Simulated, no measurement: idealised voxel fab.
process module | voxel ribs on slabs
cross-section cut | 165 nm wide | cells 5 nm
A cross-section is a grid of square cells, given in bands from the top down. A band is one or more rows of cells.
Each band's line starts with the height of the band's top and of its bottom, in nm. Then come its materials from left to right, each with its width in nm. One material with "throughout" fills the band from edge to edge. "air" is empty space.
Height 0 is the level under which the wafer as received is all one material. The lowest band goes on downwards, as in "0 down".
A width such as "30 to 40" changes by the same amount from each row of cells to the next, from the band's top row to its bottom row.
"no change" after a step means that no cell of the cross-section changed.
closed voids: empty space of 8 cells or more with no open way to the top, each as width x height at its distance from the left edge, in nm
after a step's settings: what the simulator itself notes on the step
overlay nm, on a step with a mask: how far to the right of its planned place the mask lay; to the left if negative
plan
1 op RECEIVE | material Si
2 op DIRECTIONAL_DEP | material SiO2 | thk nm 20
3 op DIRECTIONAL_DEP | material SiN | thk nm 20
4 op PATTERN | tone cover | mask id RIB | material resist | width nm 30 | thk nm 15 | overlay nm 0
5 op DIRECTIONAL_ETCH | etch materials SiN | depth nm 5
6 op STRIP | etch materials resist
7 op PATTERN | tone cover | mask id SLAB | material resist | width nm 70 | thk nm 20 | overlay nm 0
8 op DIRECTIONAL_ETCH | etch materials SiN | depth nm 15
9 op STRIP | etch materials resist
10 op FILL_DEP | material SiO2 | thk nm 25
11 op CMP | height nm 60
12 op DIRECTIONAL_DEP | material W | thk nm 5
13 op PATTERN | tone cover | mask id HEATER | material resist | width nm 40 | thk nm 15 | overlay nm 0
14 op DIRECTIONAL_ETCH | etch materials W | depth nm 5
15 op STRIP | etch materials resist
16 op CONFORMAL_DEP | material SiN | thk nm 5
as received, after step 1
  0 down: Si throughout
  closed voids: none
a wafer at the end: this start, this plan, one mistake
  70 to 65: air 60 | SiN 50 | air 55
  65 to 60: SiN 65 | W 40 | SiN 60
  60 to 40: SiO2 throughout
  40 to 35: SiO2 65 | SiN 30 | SiO2 70
  35 to 20: SiO2 45 | SiN 70 | SiO2 50
  20 to 0: SiO2 throughout
  0 down: Si throughout
  closed voids: none
what went wrong: step 13 ran as: op PATTERN | tone cover | mask id HEATER | material resist | width nm 40 | thk nm 15 | overlay nm 5
